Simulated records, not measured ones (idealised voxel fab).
The following process module bears the name voxel transistor to metal.
It is cross-section cut that appears here, measuring 140 nm in width, its square cells being 5 nm in size.
Cross-section format: a grid of square cells, given as bands from top to bottom; each band is one or more rows of cells.
Within each band entry, the heights of the top and of the bottom of the band appear first, in that order and in nm; the materials of the band then follow from left to right, each with its corresponding width in nm. The designation "all across" on a single material indicates that it fills the band from edge to edge; the designation "air" indicates empty space.
Heights are reckoned from 0. Under this level, the received wafer is all of one material. The bottommost band is open-ended downward, for example "from 0 down".
Note: "30..40" means the width goes from the first number (top row of the band) to the second number (bottom row) in equal steps per row of cells.
Step marked "nothing different"? Then no cell in the cross-section changed in it.
The list in "Cavities, closed" covers empty spaces of 8 cells or more that cannot reach the top through any open way, and it gives each as width x height at distance; the distance is from the left edge, and width, height and distance are in nm.
Heads up: the bit after the settings on a step's line is the simulator's remark on that step.
overlay nm: where the mask lay relative to plan, measured to the right, on steps with a mask; negatives go left.
Read the rest as pairs. Take the cross-section before one process step, then the cross-section after it, which shows only down to the lowest band that changed. Under the pair, find the step between them and its settings. Bear in mind that pairs may come from different runs of this module on the same starting wafer: link a pair to the pair above it only where its entry headed "Pre-step section" says to.
Pre-step section:
    from 85 to 50 = lowk all across
    from 50 to 45 = SiCN all across
    from 45 to 25 = HfO2 all across
    from 25 to 20 = SiCN all across
    from 20 to 10 = SiO2: 20, then TiN: 5, then Ru: 5, then TiN: 5, then SiO2: 65, then TiN: 5, then Ru: 5, then TiN: 5, then SiO2: 25
    from 10 to 0 = SiO2: 20, then TiN: 5, then Ru: 5, then TiN: 5, then SiO2: 15, then SiN: 5, then HfO2: 5, then TiN: 5, then W: 5, then TiN: 5, then HfO2: 5, then SiN: 5, then SiO2: 15, then TiN: 5, then Ru: 5, then TiN: 5, then SiO2: 25
    from 0 to -5 = SiO2: 10, then SiN: 5, then SiO2: 5, then TiN: 15, then SiO2: 5, then pSi: 10, then SiN: 5, then HfO2: 5, then TiN: 15, then HfO2: 5, then SiN: 5, then pSi: 10, then SiO2: 5, then TiN: 15, then SiO2: 5, then SiN: 5, then SiO2: 15
    from -5 to -10 = SiO2: 15, then pSi: 35, then HfO2: 35, then pSi: 35, then SiO2: 20
    from -10 to -15 = SiO2: 20, then pSi: 30, then Si: 35, then pSi: 30, then SiO2: 25
    from -15 to -40 = SiO2: 20, then Si: 95, then SiO2: 25
    from -40 down = Si all across
    Cavities, closed: none
Section After Processing:
    from 100 to 85 = resist: 20, then air: 15, then resist: 65, then air: 15, then resist: 25
    Whatever lies below 85 is exactly as it was before.
    Cavities, closed: none
What process step lies between the two cross-sections above? PATTERN | tone open | mask id METAL_2 | material resist | width nm 15 | pitch nm 80 | thk nm 15 | overlay nm 0
Pre-step section: The initial state for this step is given by the after cross-section of the immediately preceding pair.
Section After Processing:
    from 100 to 85 = resist: 20, then air: 15, then resist: 65, then air: 15, then resist: 25
    from 85 to 65 = lowk: 20, then air: 15, then lowk: 65, then air: 15, then lowk: 25
    Whatever lies below 65 is exactly as it was before.
    Cavities, closed: none
What process step lies between the two cross-sections above? DIRECTIONAL_ETCH | etch materials lowk | depth nm 20
Pre-step section: The initial state for this step is given by the after cross-section of the immediately preceding pair.
Section After Processing:
    from 85 to 65 = lowk: 20, then air: 15, then lowk: 65, then air: 15, then lowk: 25
    Whatever lies below 65 is exactly as it was before.
    Cavities, closed: none
What process step lies between the two cross-sections above? STRIP | etch materials resist
Pre-step section: The initial state for this step is given by the after cross-section of the immediately preceding pair.
Section After Processing:
    from 85 to 50 = lowk: 20, then air: 15, then lowk: 65, then air: 15, then lowk: 25
    Whatever lies below 50 is exactly as it was before.
    Cavities, closed: none
What process step lies between the two cross-sections above? MASKED_ETCH | tone open | mask id METAL_2_HOLES | width nm 15 | pitch nm 80 | etch materials lowk | depth nm 15 | overlay nm 0
Pre-step section: The initial state for this step is given by the after cross-section of the immediately preceding pair.
Section After Processing:
    from 85 to 50 = lowk: 20, then air: 15, then lowk: 65, then air: 15, then lowk: 25
    from 50 to 45 = SiCN: 20, then air: 15, then SiCN: 65, then air: 15, then SiCN: 25
    Whatever lies below 45 is exactly as it was before.
    Cavities, closed: none
What process step lies between the two cross-sections above? MASKED_ETCH | tone open | mask id METAL_2_HOLES | width nm 15 | pitch nm 80 | etch materials SiCN | depth nm 5 | overlay nm 0
Pre-step section: The initial state for this step is given by the after cross-section of the immediately preceding pair.
Section After Processing:
    from 90 to 85 = TiN: 25, then air: 5, then TiN: 75, then air: 5, then TiN: 30
    from 85 to 50 = lowk: 20, then TiN: 5, then air: 5, then TiN: 5, then lowk: 65, then TiN: 5, then air: 5, then TiN: 5, then lowk: 25
    from 50 to 45 = SiCN: 20, then TiN: 15, then SiCN: 65, then TiN: 15, then SiCN: 25
    Whatever lies below 45 is exactly as it was before.
    Cavities, closed: none
What process step lies between the two cross-sections above? CONFORMAL_DEP | material TiN | thk nm 5
Pre-step section: The initial state for this step is given by the after cross-section of the immediately preceding pair.
Section After Processing:
    from 100 to 90 = Ru all across
    from 90 to 85 = TiN: 25, then Ru: 5, then TiN: 75, then Ru: 5, then TiN: 30
    from 85 to 50 = lowk: 20, then TiN: 5, then Ru: 5, then TiN: 5, then lowk: 65, then TiN: 5, then Ru: 5, then TiN: 5, then lowk: 25
    Whatever lies below 50 is exactly as it was before.
    Cavities, closed: none
What process step lies between the two cross-sections above? FILL_DEP | material Ru | thk nm 10
Pre-step section: The initial state for this step is given by the after cross-section of the immediately preceding pair.
Section After Processing:
    from 85 to 50 = lowk: 20, then TiN: 5, then Ru: 5, then TiN: 5, then lowk: 65, then TiN: 5, then Ru: 5, then TiN: 5, then lowk: 25
    Whatever lies below 50 is exactly as it was before.
    Cavities, closed: none
What process step lies between the two cross-sections above? CMP | height nm 85
Pre-step section: The initial state for this step is given by the after cross-section of the immediately preceding pair.
Section After Processing:
    from 90 to 85 = SiCN all across
    Whatever lies below 85 is exactly as it was before.
    Cavities, closed: none
What process step lies between the two cross-sections above? CONFORMAL_DEP | material SiCN | thk nm 5
Pre-step section:
    from 10 to 0 = SiN all across
    from 0 to -5 = SiO2 all across
    from -5 down = Si all across
    Cavities, closed: none
Section After Processing:
    from 10 to 0 = SiN: 15, then air: 105, then SiN: 20
    Whatever lies below 0 is exactly as it was before.
    Cavities, closed: none
What process step lies between the two cross-sections above? MASKED_ETCH | tone open | mask id ACTIVE | width nm 105 | etch materials SiN | depth nm 10 | overlay nm 0
Pre-step section: The initial state for this step is given by the after cross-section of the immediately preceding pair.
Section After Processing:
    from 25 to 10 = SiO2 all across
    from 10 to 0 = SiN: 15, then SiO2: 105, then SiN: 20
    Whatever lies below 0 is exactly as it was before.
    Cavities, closed: none
What process step lies between the two cross-sections above? FILL_DEP | material SiO2 | thk nm 15
Pre-step section: The initial state for this step is given by the after cross-section of the immediately preceding pair.
Section After Processing:
    from 10 to 0 = SiN: 15, then SiO2: 105, then SiN: 20
    Whatever lies below 0 is exactly as it was before.
    Cavities, closed: none
What process step lies between the two cross-sections above? CMP | height nm 10
Pre-step section: The initial state for this step is given by the after cross-section of the immediately preceding pair.
Section After Processing:
    from 10 to 5 = SiN: 15, then air: 105, then SiN: 20
    Whatever lies below 5 is exactly as it was before.
    Cavities, closed: none
What process step lies between the two cross-sections above? SELECTIVE_ETCH | etch materials SiO2 | depth nm 5
Pre-step section: The initial state for this step is given by the after cross-section of the immediately preceding pair.
Section After Processing:
    from 5 to 0 = air: 15, then SiO2: 105, then air: 20
    Whatever lies below 0 is exactly as it was before.
    Cavities, closed: none
What process step lies between the two cross-sections above? STRIP | etch materials SiN
Pre-step section: The initial state for this step is given by the after cross-section of the immediately preceding pair.
Section After Processing:
    from 0 to -5 = air: 20, then SiO2: 95, then air: 25
    Whatever lies below -5 is exactly as it was before.
    Cavities, closed: none
What process step lies between the two cross-sections above? SELECTIVE_ETCH | etch materials SiO2 | depth nm 5
Pre-step section: The initial state for this step is given by the after cross-section of the immediately preceding pair.
Section After Processing:
    from 0 to -5 = air: 20, then SiO2: 95, then air: 25
    from -5 to -10 = SiO2: 25, then Si: 85, then SiO2: 30
    Whatever lies below -10 is exactly as it was before.
    Cavities, closed: none
What process step lies between the two cross-sections above? OXIDIZE | depth nm 5
Pre-step section: The initial state for this step is given by the after cross-section of the immediately preceding pair.
Section After Processing:
    from 20 to 15 = air: 20, then polySi: 95, then air: 25
    from 15 to 0 = polySi all across
    from 0 to -5 = polySi: 20, then SiO2: 95, then polySi: 25
    Whatever lies below -5 is exactly as it was before.
    Cavities, closed: none
What process step lies between the two cross-sections above? DIRECTIONAL_DEP | material polySi | thk nm 20
Pre-step section: The initial state for this step is given by the after cross-section of the immediately preceding pair.
Section After Processing:
    from 35 to 30 = air: 20, then SiCN: 95, then air: 25
    from 30 to 20 = SiCN all across
    from 20 to 15 = SiCN: 20, then polySi: 95, then SiCN: 25
    Whatever lies below 15 is exactly as it was before.
    Cavities, closed: none
What process step lies between the two cross-sections above? DIRECTIONAL_DEP | material SiCN | thk nm 15
Pre-step section: The initial state for this step is given by the after cross-section of the immediately preceding pair.
Section After Processing:
    from 45 to 40 = air: 20, then aC: 95, then air: 25
    from 40 to 35 = aC all across
    from 35 to 30 = aC: 20, then SiCN: 95, then aC: 25
    Whatever lies below 30 is exactly as it was before.
    Cavities, closed: none
What process step lies between the two cross-sections above? DIRECTIONAL_DEP | material aC | thk nm 10
Pre-step section: The initial state for this step is given by the after cross-section of the immediately preceding pair.
Section After Processing:
    from 70 to 45 = air: 55, then resist: 25, then air: 60
    Whatever lies below 45 is exactly as it was before.
    Cavities, closed: none
What process step lies between the two cross-sections above? PATTERN | tone cover | mask id GATE | material resist | width nm 25 | thk nm 25 | overlay nm 0
Pre-step section: The initial state for this step is given by the after cross-section of the immediately preceding pair.
Section After Processing:
    from 60 to 45 = air: 55, then resist: 25, then air: 60
    from 45 to 35 = air: 55, then aC: 25, then air: 60
    from 35 to 30 = air: 20, then SiCN: 95, then air: 25
    Whatever lies below 30 is exactly as it was before.
    Cavities, closed: none
What process step lies between the two cross-sections above? DIRECTIONAL_ETCH | etch materials aC | depth nm 10
Pre-step section: The initial state for this step is given by the after cross-section of the immediately preceding pair.
Section After Processing:
    from 45 to 35 = air: 55, then aC: 25, then air: 60
    Whatever lies below 35 is exactly as it was before.
    Cavities, closed: none
What process step lies between the two cross-sections above? STRIP | etch materials resist
Pre-step section: The initial state for this step is given by the after cross-section of the immediately preceding pair.
Section After Processing:
    from 45 to 35 = air: 55, then aC: 25, then air: 60
    from 35 to 20 = air: 55, then SiCN: 25, then air: 60
    from 20 to 15 = air: 20, then polySi: 95, then air: 25
    Whatever lies below 15 is exactly as it was before.
    Cavities, closed: none
What process step lies between the two cross-sections above? DIRECTIONAL_ETCH | etch materials SiCN | depth nm 25
Pre-step section: The initial state for this step is given by the after cross-section of the immediately preceding pair.
Section After Processing:
    from 45 to 35 = air: 55, then aC: 25, then air: 60
    from 35 to 20 = air: 55, then SiCN: 25, then air: 60
    from 20 to 0 = air: 55, then polySi: 25, then air: 60
    from 0 to -5 = air: 20, then SiO2: 95, then air: 25
    Whatever lies below -5 is exactly as it was before.
    Cavities, closed: none
What process step lies between the two cross-sections above? DIRECTIONAL_ETCH | etch materials polySi | depth nm 30
Pre-step section: The initial state for this step is given by the after cross-section of the immediately preceding pair.
Section After Processing:
    from 35 to 20 = air: 55, then SiCN: 25, then air: 60
    Whatever lies below 20 is exactly as it was before.
    Cavities, closed: none
What process step lies between the two cross-sections above? STRIP | etch materials aC
Pre-step section: The initial state for this step is given by the after cross-section of the immediately preceding pair.
Section After Processing:
    from 40 to 35 = air: 50, then SiN: 35, then air: 55
    from 35 to 20 = air: 50, then SiN: 5, then SiCN: 25, then SiN: 5, then air: 55
    from 20 to 5 = air: 50, then SiN: 5, then polySi: 25, then SiN: 5, then air: 55
    from 5 to 0 = air: 15, then SiN: 40, then polySi: 25, then SiN: 40, then air: 20
    from 0 to -5 = SiN: 20, then SiO2: 95, then SiN: 25
    Whatever lies below -5 is exactly as it was before.
    Cavities, closed: none
What process step lies between the two cross-sections above? CONFORMAL_DEP | material SiN | thk nm 5
Pre-step section: The initial state for this step is given by the after cross-section of the immediately preceding pair.
Section After Processing:
    from 35 to 20 = air: 50, then SiN: 5, then SiCN: 25, then SiN: 5, then air: 55
    from 20 to 0 = air: 50, then SiN: 5, then polySi: 25, then SiN: 5, then air: 55
    from 0 to -5 = air: 15, then SiN: 5, then SiO2: 95, then SiN: 5, then air: 20
    Whatever lies below -5 is exactly as it was before.
    Cavities, closed: none
What process step lies between the two cross-sections above? DIRECTIONAL_ETCH | etch materials SiN | depth nm 5
Pre-step section: The initial state for this step is given by the after cross-section of the immediately preceding pair.
Section After Processing:
    from 35 to 20 = air: 50, then SiN: 5, then SiCN: 25, then SiN: 5, then air: 55
    from 20 to 0 = air: 50, then SiN: 5, then polySi: 25, then SiN: 5, then air: 55
    from 0 to -5 = air: 15, then SiN: 5, then air: 30, then SiO2: 35, then air: 30, then SiN: 5, then air: 20
    from -5 to -10 = air: 15, then SiO2: 10, then Si: 85, then SiO2: 10, then air: 20
    Whatever lies below -10 is exactly as it was before.
    Cavities, closed: none
What process step lies between the two cross-sections above? DIRECTIONAL_ETCH | etch materials SiO2 | depth nm 5
Pre-step section: The initial state for this step is given by the after cross-section of the immediately preceding pair.
Section After Processing:
    from 35 to 20 = air: 50, then SiN: 5, then SiCN: 25, then SiN: 5, then air: 55
    from 20 to 0 = air: 50, then SiN: 5, then polySi: 25, then SiN: 5, then air: 55
    from 0 to -5 = air: 15, then SiN: 5, then air: 30, then SiO2: 35, then air: 30, then SiN: 5, then air: 20
    from -5 to -10 = air: 15, then SiO2: 10, then air: 25, then Si: 35, then air: 25, then SiO2: 10, then air: 20
    from -10 to -15 = air: 15, then Si: 105, then air: 20
    Whatever lies below -15 is exactly as it was before.
    Cavities, closed: none
What process step lies between the two cross-sections above? DIRECTIONAL_ETCH | etch materials Si | depth nm 5
Pre-step section: The initial state for this step is given by the after cross-section of the immediately preceding pair.
Section After Processing:
    from 35 to 20 = air: 50, then SiN: 5, then SiCN: 25, then SiN: 5, then air: 55
    from 20 to 5 = air: 50, then SiN: 5, then polySi: 25, then SiN: 5, then air: 55
    from 5 to 0 = air: 40, then pSi: 10, then SiN: 5, then polySi: 25, then SiN: 5, then pSi: 10, then air: 45
    from 0 to -5 = air: 5, then pSi: 10, then SiN: 5, then pSi: 30, then SiO2: 35, then pSi: 30, then SiN: 5, then pSi: 10, then air: 10
    from -5 to -10 = pSi: 15, then SiO2: 10, then pSi: 25, then Si: 35, then pSi: 25, then SiO2: 10, then pSi: 20
    from -10 to -15 = pSi: 15, then Si: 105, then pSi: 20
    Whatever lies below -15 is exactly as it was before.
    Cavities, closed: none
What process step lies between the two cross-sections above? EPI | material pSi | thk nm 10
Pre-step section: The initial state for this step is given by the after cross-section of the immediately preceding pair.
Section After Processing:
    from 45 to 35 = SiO2 all across
    from 35 to 20 = SiO2: 50, then SiN: 5, then SiCN: 25, then SiN: 5, then SiO2: 55
    from 20 to 5 = SiO2: 50, then SiN: 5, then polySi: 25, then SiN: 5, then SiO2: 55
    from 5 to 0 = SiO2: 40, then pSi: 10, then SiN: 5, then polySi: 25, then SiN: 5, then pSi: 10, then SiO2: 45
    from 0 to -5 = SiO2: 5, then pSi: 10, then SiN: 5, then pSi: 30, then SiO2: 35, then pSi: 30, then SiN: 5, then pSi: 10, then SiO2: 10
    Whatever lies below -5 is exactly as it was before.
    Cavities, closed: none
What process step lies between the two cross-sections above? FILL_DEP | material SiO2 | thk nm 10
Pre-step section: The initial state for this step is given by the after cross-section of the immediately preceding pair.
Section After Processing:
    from 15 to 5 = SiO2: 50, then SiN: 5, then polySi: 25, then SiN: 5, then SiO2: 55
    Whatever lies below 5 is exactly as it was before.
    Cavities, closed: none
What process step lies between the two cross-sections above? CMP | height nm 15
Pre-step section: The initial state for this step is given by the after cross-section of the immediately preceding pair.
Section After Processing:
    from 15 to 5 = SiO2: 50, then SiN: 5, then air: 25, then SiN: 5, then SiO2: 55
    from 5 to 0 = SiO2: 40, then pSi: 10, then SiN: 5, then air: 25, then SiN: 5, then pSi: 10, then SiO2: 45
    Whatever lies below 0 is exactly as it was before.
    Cavities, closed: none
What process step lies between the two cross-sections above? STRIP | etch materials polySi
Pre-step section: The initial state for this step is given by the after cross-section of the immediately preceding pair.
Section After Processing:
    from 15 to 10 = air: 50, then SiN: 5, then air: 25, then SiN: 5, then air: 55
    from 10 to 5 = SiO2: 50, then SiN: 5, then air: 25, then SiN: 5, then SiO2: 55
    from 5 to 0 = SiO2: 40, then pSi: 10, then SiN: 5, then air: 25, then SiN: 5, then pSi: 10, then SiO2: 45
    from 0 to -5 = SiO2: 5, then pSi: 10, then SiN: 5, then pSi: 30, then air: 35, then pSi: 30, then SiN: 5, then pSi: 10, then SiO2: 10
    Whatever lies below -5 is exactly as it was before.
    Cavities, closed: none
What process step lies between the two cross-sections above? SELECTIVE_ETCH | etch materials SiO2 | depth nm 5
Pre-step section: The initial state for this step is given by the after cross-section of the immediately preceding pair.
Section After Processing:
    from 20 to 15 = air: 45, then HfO2: 15, then air: 15, then HfO2: 15, then air: 50
    from 15 to 10 = HfO2: 50, then SiN: 5, then HfO2: 5, then air: 15, then HfO2: 5, then SiN: 5, then HfO2: 55
    from 10 to 5 = SiO2: 50, then SiN: 5, then HfO2: 5, then air: 15, then HfO2: 5, then SiN: 5, then SiO2: 55
    from 5 to 0 = SiO2: 40, then pSi: 10, then SiN: 5, then HfO2: 5, then air: 15, then HfO2: 5, then SiN: 5, then pSi: 10, then SiO2: 45
    from 0 to -5 = SiO2: 5, then pSi: 10, then SiN: 5, then pSi: 30, then HfO2: 35, then pSi: 30, then SiN: 5, then pSi: 10, then SiO2: 10
    Whatever lies below -5 is exactly as it was before.
    Cavities, closed: none
What process step lies between the two cross-sections above? CONFORMAL_DEP | material HfO2 | thk nm 5
Pre-step section: The initial state for this step is given by the after cross-section of the immediately preceding pair.
Section After Processing:
    from 25 to 20 = air: 40, then TiN: 25, then air: 5, then TiN: 25, then air: 45
    from 20 to 15 = TiN: 45, then HfO2: 15, then TiN: 5, then air: 5, then TiN: 5, then HfO2: 15, then TiN: 50
    from 15 to 10 = HfO2: 50, then SiN: 5, then HfO2: 5, then TiN: 5, then air: 5, then TiN: 5, then HfO2: 5, then SiN: 5, then HfO2: 55
    from 10 to 5 = SiO2: 50, then SiN: 5, then HfO2: 5, then TiN: 5, then air: 5, then TiN: 5, then HfO2: 5, then SiN: 5, then SiO2: 55
    from 5 to 0 = SiO2: 40, then pSi: 10, then SiN: 5, then HfO2: 5, then TiN: 15, then HfO2: 5, then SiN: 5, then pSi: 10, then SiO2: 45
    Whatever lies below 0 is exactly as it was before.
    Cavities, closed: none
What process step lies between the two cross-sections above? CONFORMAL_DEP | material TiN | thk nm 5
Pre-step section: The initial state for this step is given by the after cross-section of the immediately preceding pair.
Section After Processing:
    from 30 to 25 = W all across
    from 25 to 20 = W: 40, then TiN: 25, then W: 5, then TiN: 25, then W: 45
    from 20 to 15 = TiN: 45, then HfO2: 15, then TiN: 5, then W: 5, then TiN: 5, then HfO2: 15, then TiN: 50
    from 15 to 10 = HfO2: 50, then SiN: 5, then HfO2: 5, then TiN: 5, then W: 5, then TiN: 5, then HfO2: 5, then SiN: 5, then HfO2: 55
    from 10 to 5 = SiO2: 50, then SiN: 5, then HfO2: 5, then TiN: 5, then W: 5, then TiN: 5, then HfO2: 5, then SiN: 5, then SiO2: 55
    Whatever lies below 5 is exactly as it was before.
    Cavities, closed: none
What process step lies between the two cross-sections above? FILL_DEP | material W | thk nm 5
Pre-step section: The initial state for this step is given by the after cross-section of the immediately preceding pair.
Section After Processing:
    from 10 to 5 = SiO2: 50, then SiN: 5, then HfO2: 5, then TiN: 5, then W: 5, then TiN: 5, then HfO2: 5, then SiN: 5, then SiO2: 55
    Whatever lies below 5 is exactly as it was before.
    Cavities, closed: none
What process step lies between the two cross-sections above? CMP | height nm 10
Pre-step section: The initial state for this step is given by the after cross-section of the immediately preceding pair.
Section After Processing:
    from 20 to 10 = SiO2 all across
    Whatever lies below 10 is exactly as it was before.
    Cavities, closed: none
What process step lies between the two cross-sections above? DIRECTIONAL_DEP | material SiO2 | thk nm 10
Pre-step section: The initial state for this step is given by the after cross-section of the immediately preceding pair.
Section After Processing:
    from 35 to 20 = resist: 20, then air: 15, then resist: 65, then air: 15, then resist: 25
    Whatever lies below 20 is exactly as it was before.
    Cavities, closed: none
What process step lies between the two cross-sections above? PATTERN | tone open | mask id CONTACT | material resist | width nm 15 | pitch nm 80 | thk nm 15 | overlay nm 0
Pre-step section: The initial state for this step is given by the after cross-section of the immediately preceding pair.
Section After Processing:
    from 35 to 20 = resist: 20, then air: 15, then resist: 65, then air: 15, then resist: 25
    from 20 to 10 = SiO2: 20, then air: 15, then SiO2: 65, then air: 15, then SiO2: 25
    from 10 to 5 = SiO2: 20, then air: 15, then SiO2: 15, then SiN: 5, then HfO2: 5, then TiN: 5, then W: 5, then TiN: 5, then HfO2: 5, then SiN: 5, then SiO2: 15, then air: 15, then SiO2: 25
    from 5 to 0 = SiO2: 20, then air: 15, then SiO2: 5, then pSi: 10, then SiN: 5, then HfO2: 5, then TiN: 15, then HfO2: 5, then SiN: 5, then pSi: 10, then SiO2: 5, then air: 15, then SiO2: 25
    Whatever lies below 0 is exactly as it was before.
    Cavities, closed: none
What process step lies between the two cross-sections above? DIRECTIONAL_ETCH | etch materials SiO2 | depth nm 25
Pre-step section: The initial state for this step is given by the after cross-section of the immediately preceding pair.
Section After Processing:
    from 20 to 10 = SiO2: 20, then air: 15, then SiO2: 65, then air: 15, then SiO2: 25
    Whatever lies below 10 is exactly as it was before.
    Cavities, closed: none
What process step lies between the two cross-sections above? STRIP | etch materials resist
Pre-step section: The initial state for this step is given by the after cross-section of the immediately preceding pair.
Section After Processing:
    from 25 to 20 = TiN: 25, then air: 5, then TiN: 75, then air: 5, then TiN: 30
    from 20 to 10 = SiO2: 20, then TiN: 5, then air: 5, then TiN: 5, then SiO2: 65, then TiN: 5, then air: 5, then TiN: 5, then SiO2: 25
    from 10 to 5 = SiO2: 20, then TiN: 5, then air: 5, then TiN: 5, then SiO2: 15, then SiN: 5, then HfO2: 5, then TiN: 5, then W: 5, then TiN: 5, then HfO2: 5, then SiN: 5, then SiO2: 15, then TiN: 5, then air: 5, then TiN: 5, then SiO2: 25
    from 5 to 0 = SiO2: 20, then TiN: 15, then SiO2: 5, then pSi: 10, then SiN: 5, then HfO2: 5, then TiN: 15, then HfO2: 5, then SiN: 5, then pSi: 10, then SiO2: 5, then TiN: 15, then SiO2: 25
    Whatever lies below 0 is exactly as it was before.
    Cavities, closed: none
What process step lies between the two cross-sections above? CONFORMAL_DEP | material TiN | thk nm 5
Pre-step section: The initial state for this step is given by the after cross-section of the immediately preceding pair.
Section After Processing:
    from 35 to 25 = Ru all across
    from 25 to 20 = TiN: 25, then Ru: 5, then TiN: 75, then Ru: 5, then TiN: 30
    from 20 to 10 = SiO2: 20, then TiN: 5, then Ru: 5, then TiN: 5, then SiO2: 65, then TiN: 5, then Ru: 5, then TiN: 5, then SiO2: 25
    from 10 to 5 = SiO2: 20, then TiN: 5, then Ru: 5, then TiN: 5, then SiO2: 15, then SiN: 5, then HfO2: 5, then TiN: 5, then W: 5, then TiN: 5, then HfO2: 5, then SiN: 5, then SiO2: 15, then TiN: 5, then Ru: 5, then TiN: 5, then SiO2: 25
    Whatever lies below 5 is exactly as it was before.
    Cavities, closed: none
What process step lies between the two cross-sections above? FILL_DEP | material Ru | thk nm 10
Pre-step section: The initial state for this step is given by the after cross-section of the immediately preceding pair.
Section After Processing:
    from 20 to 10 = SiO2: 20, then TiN: 5, then Ru: 5, then TiN: 5, then SiO2: 65, then TiN: 5, then Ru: 5, then TiN: 5, then SiO2: 25
    Whatever lies below 10 is exactly as it was before.
    Cavities, closed: none
What process step lies between the two cross-sections above? CMP | height nm 20
Pre-step section: The initial state for this step is given by the after cross-section of the immediately preceding pair.
Section After Processing:
    from 25 to 20 = SiCN all across
    Whatever lies below 20 is exactly as it was before.
    Cavities, closed: none
What process step lies between the two cross-sections above? CONFORMAL_DEP | material SiCN | thk nm 5
Pre-step section: The initial state for this step is given by the after cross-section of the immediately preceding pair.
Section After Processing:
    from 45 to 25 = lowk all across
    Whatever lies below 25 is exactly as it was before.
    Cavities, closed: none
What process step lies between the two cross-sections above? DIRECTIONAL_DEP | material lowk | thk nm 20
Pre-step section: The initial state for this step is given by the after cross-section of the immediately preceding pair.
Section After Processing:
    from 60 to 45 = aC all across
    Whatever lies below 45 is exactly as it was before.
    Cavities, closed: none
What process step lies between the two cross-sections above? DIRECTIONAL_DEP | material aC | thk nm 15
Pre-step section: The initial state for this step is given by the after cross-section of the immediately preceding pair.
Section After Processing:
    from 90 to 60 = resist: 20, then air: 15, then resist: 65, then air: 15, then resist: 25
    Whatever lies below 60 is exactly as it was before.
    Cavities, closed: none
What process step lies between the two cross-sections above? PATTERN | tone open | mask id METAL_1 | material resist | width nm 15 | pitch nm 80 | thk nm 30 | overlay nm 0
Pre-step section: The initial state for this step is given by the after cross-section of the immediately preceding pair.
Section After Processing:
    from 75 to 60 = resist: 20, then air: 15, then resist: 65, then air: 15, then resist: 25
    from 60 to 45 = aC: 20, then air: 15, then aC: 65, then air: 15, then aC: 25
    Whatever lies below 45 is exactly as it was before.
    Cavities, closed: none
What process step lies between the two cross-sections above? DIRECTIONAL_ETCH | etch materials aC | depth nm 15
Pre-step section: The initial state for this step is given by the after cross-section of the immediately preceding pair.
Section After Processing:
    from 60 to 45 = aC: 20, then air: 15, then aC: 65, then air: 15, then aC: 25
    Whatever lies below 45 is exactly as it was before.
    Cavities, closed: none
What process step lies between the two cross-sections above? STRIP | etch materials resist
Pre-step section: The initial state for this step is given by the after cross-section of the immediately preceding pair.
Section After Processing:
    from 60 to 45 = aC: 20, then air: 15, then aC: 65, then air: 15, then aC: 25
    from 45 to 25 = lowk: 20, then air: 15, then lowk: 65, then air: 15, then lowk: 25
    Whatever lies below 25 is exactly as it was before.
    Cavities, closed: none
What process step lies between the two cross-sections above? DIRECTIONAL_ETCH | etch materials lowk | depth nm 20
Pre-step section: The initial state for this step is given by the after cross-section of the immediately preceding pair.
Section After Processing:
    from 60 to 45 = aC: 20, then air: 15, then aC: 65, then air: 15, then aC: 25
    from 45 to 25 = lowk: 20, then air: 15, then lowk: 65, then air: 15, then lowk: 25
    from 25 to 20 = SiCN: 20, then air: 15, then SiCN: 65, then air: 15, then SiCN: 25
    Whatever lies below 20 is exactly as it was before.
    Cavities, closed: none
What process step lies between the two cross-sections above? DIRECTIONAL_ETCH | etch materials SiCN | depth nm 5
Pre-step section: The initial state for this step is given by the after cross-section of the immediately preceding pair.
Section After Processing:
    from 45 to 25 = lowk: 20, then air: 15, then lowk: 65, then air: 15, then lowk: 25
    Whatever lies below 25 is exactly as it was before.
    Cavities, closed: none
What process step lies between the two cross-sections above? STRIP | etch materials aC
Pre-step section: The initial state for this step is given by the after cross-section of the immediately preceding pair.
Section After Processing:
    from 50 to 45 = TiN: 25, then air: 5, then TiN: 75, then air: 5, then TiN: 30
    from 45 to 25 = lowk: 20, then TiN: 5, then air: 5, then TiN: 5, then lowk: 65, then TiN: 5, then air: 5, then TiN: 5, then lowk: 25
    from 25 to 20 = SiCN: 20, then TiN: 15, then SiCN: 65, then TiN: 15, then SiCN: 25
    Whatever lies below 20 is exactly as it was before.
    Cavities, closed: none
What process step lies between the two cross-sections above? CONFORMAL_DEP | material TiN | thk nm 5
Pre-step section: The initial state for this step is given by the after cross-section of the immediately preceding pair.
Section After Processing:
    from 55 to 50 = Cu all across
    from 50 to 45 = TiN: 25, then Cu: 5, then TiN: 75, then Cu: 5, then TiN: 30
    from 45 to 25 = lowk: 20, then TiN: 5, then Cu: 5, then TiN: 5, then lowk: 65, then TiN: 5, then Cu: 5, then TiN: 5, then lowk: 25
    Whatever lies below 25 is exactly as it was before.
    Cavities, closed: none
What process step lies between the two cross-sections above? FILL_DEP | material Cu | thk nm 5
Pre-step section: The initial state for this step is given by the after cross-section of the immediately preceding pair.
Section After Processing:
    from 45 to 25 = lowk: 20, then TiN: 5, then Cu: 5, then TiN: 5, then lowk: 65, then TiN: 5, then Cu: 5, then TiN: 5, then lowk: 25
    Whatever lies below 25 is exactly as it was before.
    Cavities, closed: none
What process step lies between the two cross-sections above? CMP | height nm 45
Pre-step section: The initial state for this step is given by the after cross-section of the immediately preceding pair.
Section After Processing:
    from 50 to 45 = SiCN all across
    Whatever lies below 45 is exactly as it was before.
    Cavities, closed: none
What process step lies between the two cross-sections above? CONFORMAL_DEP | material SiCN | thk nm 5
Pre-step section: The initial state for this step is given by the after cross-section of the immediately preceding pair.
Section After Processing:
    from 85 to 50 = lowk all across
    Whatever lies below 50 is exactly as it was before.
    Cavities, closed: none
What process step lies between the two cross-sections above? DIRECTIONAL_DEP | material lowk | thk nm 35
Pre-step section: The initial state for this step is given by the after cross-section of the immediately preceding pair.
Section After Processing:
    from 100 to 85 = resist: 20, then air: 15, then resist: 65, then air: 15, then resist: 25
    Whatever lies below 85 is exactly as it was before.
    Cavities, closed: none
What process step lies between the two cross-sections above? PATTERN | tone open | mask id METAL_2 | material resist | width nm 15 | pitch nm 80 | thk nm 15 | overlay nm 0
Pre-step section: The initial state for this step is given by the after cross-section of the immediately preceding pair.
Section After Processing:
    from 100 to 85 = resist: 20, then air: 15, then resist: 65, then air: 15, then resist: 25
    from 85 to 65 = lowk: 20, then air: 15, then lowk: 65, then air: 15, then lowk: 25
    Whatever lies below 65 is exactly as it was before.
    Cavities, closed: none
What process step lies between the two cross-sections above? DIRECTIONAL_ETCH | etch materials lowk | depth nm 20
Pre-step section: The initial state for this step is given by the after cross-section of the immediately preceding pair.
Section After Processing:
    from 85 to 65 = lowk: 20, then air: 15, then lowk: 65, then air: 15, then lowk: 25
    Whatever lies below 65 is exactly as it was before.
    Cavities, closed: none
What process step lies between the two cross-sections above? STRIP | etch materials resist
